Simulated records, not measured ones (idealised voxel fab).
process module | voxel tone inversion
cross-section cut | 235 nm wide | cells 5 nm
A cross-section is a grid of square cells, given in bands from the top down. A band is one or more rows of cells.
Each band's line starts with the height of the band's top and of its bottom, in nm. Then come its materials from left to right, each with its width in nm. One material with "throughout" fills the band from edge to edge. "air" is empty space.
Height 0 is the level under which the wafer as received is all one material. The lowest band goes on downwards, as in "0 down".
A width such as "30 to 40" changes by the same amount from each row of cells to the next, from the band's top row to its bottom row.
"no change" after a step means that no cell of the cross-section changed.
closed voids: empty space of 8 cells or more with no open way to the top, each as width x height at its distance from the left edge, in nm
after a step's settings: what the simulator itself notes on the step
overlay nm, on a step with a mask: how far to the right of its planned place the mask lay; to the left if negative
plan
1 op RECEIVE | material Si
2 op CONFORMAL_DEP | material SiCN | thk nm 5
3 op DIRECTIONAL_DEP | material aC | thk nm 20
4 op PATTERN | tone cover | mask id POSTS | material resist | width nm 20 | pitch nm 40 | thk nm 30 | overlay nm 0
5 op DIRECTIONAL_ETCH | etch materials aC | depth nm 20
6 op STRIP | etch materials resist
7 op FILL_DEP | material SiO2 | thk nm 10
8 op CMP | height nm 25
9 op STRIP | etch materials aC
10 op CONFORMAL_DEP | material TiN | thk nm 5
11 op FILL_DEP | material Ru | thk nm 10
12 op CMP | height nm 25
13 op CONFORMAL_DEP | material SiCN | thk nm 5
as received, after step 1
  0 down: Si throughout
  closed voids: none
a wafer at the end: this start, this plan, one mistake
  30 to 20: SiCN throughout
  20 to 0: aC throughout
  0 down: Si throughout
  closed voids: none
what went wrong: steps 2 and 3 were swapped
